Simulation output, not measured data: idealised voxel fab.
The following is a process module called voxel air gaps.
For reference, the cross-section in this document is cut, with width 175 nm and square cells of 5 nm.
Think of the cross-section as a grid of square cells. We describe it in bands, top to bottom, and each band covers one or more rows of those cells.
Top height, bottom height, nm. Materials left to right, width each, nm. Single material + "full width" = fills band edge to edge. "air" = empty.
Heights are reckoned from 0. Under this level, the received wafer is all of one material. The bottommost band is open-ended downward, for example "0 and below".
With a width like "30..40", each row of cells in the band differs from the next by the same amount, the top row carrying the first number and the bottom row the second.
A step reported as "no alterations made" is a step in which no cell of the cross-section changed.
This entry, "Voids, enclosed", enumerates those empty regions of no fewer than 8 cells that possess no open connection to the top. Each region is reported in the form width x height at distance, the distance being taken from the left edge, with all three quantities expressed in nm.
after a step's settings: what the simulator itself notes on the step
What "overlay nm" on a step's line means: if the step has a mask, that mask lay this far to the right of its planned place, or, when the value is negative, to the left.
THE PROCESS STEPS THAT WERE PLANNED ARE LISTED BELOW
step 1: RECEIVE: material Si
step 2: CONFORMAL_DEP: material SiO2, thk nm 15
step 3: CONFORMAL_DEP: material SiN, thk nm 5
step 4: DIRECTIONAL_DEP: material SiO2, thk nm 35
step 5: MASKED_ETCH: tone open, mask id LINES, width nm 15, pitch nm 40, etch materials SiO2, depth nm 35, overlay nm 0
step 6: CONFORMAL_DEP: material TiN, thk nm 5
step 7: FILL_DEP: material Cu, thk nm 10
step 8: CMP: height nm 55
step 9: EPI: material Ru, thk nm 10
step 10: SELECTIVE_ETCH: etch materials SiO2, depth nm 45
step 11: CONFORMAL_DEP: material SiCN, thk nm 5
STEP 1 COMPLETE: CROSS-SECTION OF THE WAFER AS RECEIVED
0 and below = Si full width
Voids, enclosed: none
FIRST OF TWO WAFERS: CROSS-SECTION AT END OF MODULE, RUN PER PLAN
70 down to 65 = air 5 nm  SiCN 165 nm  air 5 nm
65 down to 55 = air 5 nm  SiCN 5 nm  Ru 35 nm  SiCN 5 nm  Ru 35 nm  SiCN 5 nm  Ru 35 nm  SiCN 5 nm  Ru 35 nm  SiCN 5 nm  air 5 nm
55 down to 50 = air 5 nm  SiCN 15 nm  TiN 5 nm  Cu 5 nm  TiN 5 nm  SiCN 25 nm  TiN 5 nm  Cu 5 nm  TiN 5 nm  SiCN 25 nm  TiN 5 nm  Cu 5 nm  TiN 5 nm  SiCN 25 nm  TiN 5 nm  Cu 5 nm  TiN 5 nm  SiCN 15 nm  air 5 nm
50 down to 25 = air 15 nm  SiCN 5 nm  TiN 5 nm  Cu 5 nm  TiN 5 nm  SiCN 5 nm  air 15 nm  SiCN 5 nm  TiN 5 nm  Cu 5 nm  TiN 5 nm  SiCN 5 nm  air 15 nm  SiCN 5 nm  TiN 5 nm  Cu 5 nm  TiN 5 nm  SiCN 5 nm  air 15 nm  SiCN 5 nm  TiN 5 nm  Cu 5 nm  TiN 5 nm  SiCN 5 nm  air 15 nm
25 down to 20 = SiCN 20 nm  TiN 15 nm  SiCN 25 nm  TiN 15 nm  SiCN 25 nm  TiN 15 nm  SiCN 25 nm  TiN 15 nm  SiCN 20 nm
20 down to 15 = SiN full width
15 down to 0 = SiO2 full width
0 and below = Si full width
Voids, enclosed: 15 x 25 at 40; 15 x 25 at 80; 15 x 25 at 120
CROSS-SECTIONAL IMAGE OF THE SECOND WAFER OF THE TWO FOLLOWING COMPLETION OF THE MODULE. STARTING STATE AND PROCESS PLAN WERE THE SAME AS FOR THE FIRST WAFER; ONE EXECUTION ERROR OCCURRED
70 down to 65 = SiCN 165 nm  air 10 nm
65 down to 55 = SiCN 5 nm  Ru 35 nm  SiCN 5 nm  Ru 35 nm  SiCN 5 nm  Ru 35 nm  SiCN 5 nm  Ru 35 nm  SiCN 5 nm  air 10 nm
55 down to 50 = SiCN 15 nm  TiN 5 nm  Cu 5 nm  TiN 5 nm  SiCN 25 nm  TiN 5 nm  Cu 5 nm  TiN 5 nm  SiCN 25 nm  TiN 5 nm  Cu 5 nm  TiN 5 nm  SiCN 25 nm  TiN 5 nm  Cu 5 nm  TiN 5 nm  SiCN 15 nm  air 10 nm
50 down to 25 = air 10 nm  SiCN 5 nm  TiN 5 nm  Cu 5 nm  TiN 5 nm  SiCN 5 nm  air 15 nm  SiCN 5 nm  TiN 5 nm  Cu 5 nm  TiN 5 nm  SiCN 5 nm  air 15 nm  SiCN 5 nm  TiN 5 nm  Cu 5 nm  TiN 5 nm  SiCN 5 nm  air 15 nm  SiCN 5 nm  TiN 5 nm  Cu 5 nm  TiN 5 nm  SiCN 5 nm  air 20 nm
25 down to 20 = SiCN 15 nm  TiN 15 nm  SiCN 25 nm  TiN 15 nm  SiCN 25 nm  TiN 15 nm  SiCN 25 nm  TiN 15 nm  SiCN 25 nm
20 down to 15 = SiN full width
15 down to 0 = SiO2 full width
0 and below = Si full width
Voids, enclosed: 10 x 25 at 0; 15 x 25 at 35; 15 x 25 at 75; 15 x 25 at 115
The plan and the run diverged here: it should be noted that step 5 was executed with settings other than those planned, the operation and settings actually applied being MASKED_ETCH: tone open, mask id LINES, width nm 15, pitch nm 40, etch materials SiO2, depth nm 35, overlay nm -5
Tallied in cells, the final second wafer holds each material in the same quantity as the first, although not at the same places.
Quick summary for you: first wafer finishes at 3 closed voids, second at 4.
